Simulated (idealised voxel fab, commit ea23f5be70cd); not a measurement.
Process module heading - voxel self aligned contacts
For reference, the cross-section in this document is cut, with width 230 nm and square cells of 5 nm.
We lay out every cross-section as a grid of square cells and spell it out in bands from the top down, where one band means one or more rows of cells.
Look at the band entry: it leads with the top's height and the bottom's height in nm. Then it lists the materials left to right, with a width in nm for each. The word "full width" on a single material says that material fills the band edge to edge. The word "blank" is empty space.
Where do heights start? At 0: under that level the wafer as delivered is made of one material only. And the lowest band has no floor; it just carries on downward, as in "from 0 down".
Width spec "30 to 40" -> top row of cells at first value, bottom row at second value, equal per-row change in between.
Where a step carries "remained unchanged", the cross-section came out of it unchanged, cell for cell.
So "Sealed cavities" is basically the list of trapped voids: any empty space of 8 cells or more that can't reach the top through an opening. They're written width x height at distance, the distance being from the left edge, and it's all nm.
Anything after a step's settings on that line? It's the simulator's own note about the step.
The line of a step may include "overlay nm". On a step with a mask, this value is how far to the right of its planned place the mask lay. A negative value means the mask lay to the left.
Planned step list for the process
| 1 | op RECEIVE | material Si |
| 2 | op OXIDIZE | depth nm 5 |
| 3 | op DIRECTIONAL_DEP | material polySi | thk nm 25 |
| 4 | op DIRECTIONAL_DEP | material SiN | thk nm 15 |
| 5 | op MASKED_ETCH | tone cover | mask id GATE | width nm 30 | pitch nm 65 | etch materials SiN | depth nm 15 | overlay nm 0 |
| 6 | op MASKED_ETCH | tone cover | mask id GATE | width nm 30 | pitch nm 65 | etch materials polySi | depth nm 25 | overlay nm 0 |
| 7 | op CONFORMAL_DEP | material SiN | thk nm 5 |
| 8 | op DIRECTIONAL_ETCH | etch materials SiN | depth nm 5 |
| 9 | op FILL_DEP | material SiO2 | thk nm 20 |
| 10 | op CMP | height nm 50 |
| 11 | op MASKED_ETCH | tone open | mask id CONTACT | width nm 45 | pitch nm 65 | etch materials SiO2 | depth nm 55 | overlay nm 0 |
| 12 | op CONFORMAL_DEP | material TiN | thk nm 5 |
| 13 | op FILL_DEP | material Ru | thk nm 5 |
| 14 | op CMP | height nm 50 |
| 15 | op CONFORMAL_DEP | material SiCN | thk nm 5 |
Wafer at receipt (post step 1), cross-section
  from 0 down = Si full width
  Sealed cavities: none
Starting wafer: above. Plan: above. Run: one mistake. Cross-section after the module: below
  from 50 to 45 = SiCN full width
  from 45 to 40 = 60 nm SiO2; 15 nm TiN; 15 nm Ru; 15 nm TiN; 20 nm SiO2; 15 nm TiN; 15 nm Ru; 15 nm TiN; 60 nm SiO2
  from 40 to 25 = 30 nm SiO2; 40 nm SiN; 5 nm TiN; 15 nm Ru; 5 nm TiN; 40 nm SiN; 5 nm TiN; 15 nm Ru; 5 nm TiN; 40 nm SiN; 30 nm SiO2
  from 25 to 0 = 30 nm SiO2; 5 nm SiN; 30 nm polySi; 5 nm SiN; 5 nm TiN; 15 nm Ru; 5 nm TiN; 5 nm SiN; 30 nm polySi; 5 nm SiN; 5 nm TiN; 15 nm Ru; 5 nm TiN; 5 nm SiN; 30 nm polySi; 5 nm SiN; 30 nm SiO2
  from 0 to -5 = 70 nm SiO2; 25 nm TiN; 40 nm SiO2; 25 nm TiN; 70 nm SiO2
  from -5 down = Si full width
  Sealed cavities: none
Here's what went sideways: off-plan run, step 14, actual operation and settings op CMP | height nm 45
